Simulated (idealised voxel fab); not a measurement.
Process module under the name voxel self aligned vias
The width of the displayed cross-section, cut, is 220 nm; its cells are square, with a size of 5 nm.
Each cross-section below is a grid of square cells, stated as bands in top-down order, with one or more rows of cells making up each band.
Read a band's entry like this: the first values are the height of its top and the height of its bottom in nm, and what follows is the sequence of materials from left to right, each with its width in nm. Note that "blank" is empty space, and that a single material marked "throughout" reaches across the band from edge to edge.
The reference from which all heights are counted is 0, the level beneath which the as-received wafer is entirely one material; the lowest band, having no lower bound, proceeds downward and is written after the example "0..down".
A two-number width, for instance "30 to 40", indicates that the width is equal to the first number in the top row of the band and to the second number in the bottom row, and that it changes by a constant amount per row of cells.
Given "same as before" for a step, no cell of the cross-section differs between before and after that step.
"Voids, fully enclosed" enumerates empty spaces isolated from the top, with no open way to it, that contain at least 8 cells, giving each as width x height at distance from the left edge, all three in nm.
It should be noted that, on the line of a given step, the content following the step's settings is a remark produced by the simulator itself with respect to that step.
A step line may carry the setting "overlay nm", which, for steps involving a mask, states the distance by which the mask lay to the right of its intended position; negative values denote displacement to the left.
Process steps foreseen in the plan
1: RECEIVE: material Si
2: CONFORMAL_DEP: material SiO2, thk nm 15
3: CONFORMAL_DEP: material SiCN, thk nm 5
4: DIRECTIONAL_DEP: material lowk, thk nm 30
5: MASKED_ETCH: tone open, mask id LINES, width nm 25, pitch nm 50, etch materials lowk, depth nm 30, overlay nm 0
6: CONFORMAL_DEP: material TiN, thk nm 5
7: FILL_DEP: material W, thk nm 5
8: CMP: height nm 50
9: SELECTIVE_ETCH: etch materials W Ru TiN, depth nm 5
10: FILL_DEP: material SiN, thk nm 10
11: CMP: height nm 50
12: DIRECTIONAL_DEP: material lowk, thk nm 20
13: PATTERN: tone open, mask id VIAS, material resist, width nm 25, pitch nm 50, thk nm 15, overlay nm 0
14: DIRECTIONAL_ETCH: etch materials lowk, depth nm 20
15: DIRECTIONAL_ETCH: etch materials SiN, depth nm 5
16: STRIP: etch materials resist
17: CONFORMAL_DEP: material TiN, thk nm 5
18: FILL_DEP: material Cu, thk nm 5
19: CMP: height nm 70
20: CONFORMAL_DEP: material SiN, thk nm 5
Among the wafers covered here, the point of difference is the width nm at step 13; their starting state is shared, and the plan presents the value of the first wafer.
First wafer of several, as received: cross-section after step 1
* 0..down: Si throughout
* Voids, fully enclosed: none
The table below has one row for each wafer; a row shows, as of the end of the module, how many cells of each material the wafer has gained, marked (+), or lost, marked (-), since it was received, and then the wafer's closed voids
width nm 25 | +36 Cu | +44 SiCN | +44 SiN | +132 SiO2 | +78 TiN | +36 W | +290 lowk | Voids, fully enclosed: none
width nm 30 | +45 Cu | +44 SiCN | +44 SiN | +132 SiO2 | +81 TiN | +36 W | +278 lowk | Voids, fully enclosed: none
width nm 35 | +54 Cu | +44 SiCN | +44 SiN | +132 SiO2 | +84 TiN | +36 W | +266 lowk | Voids, fully enclosed: none
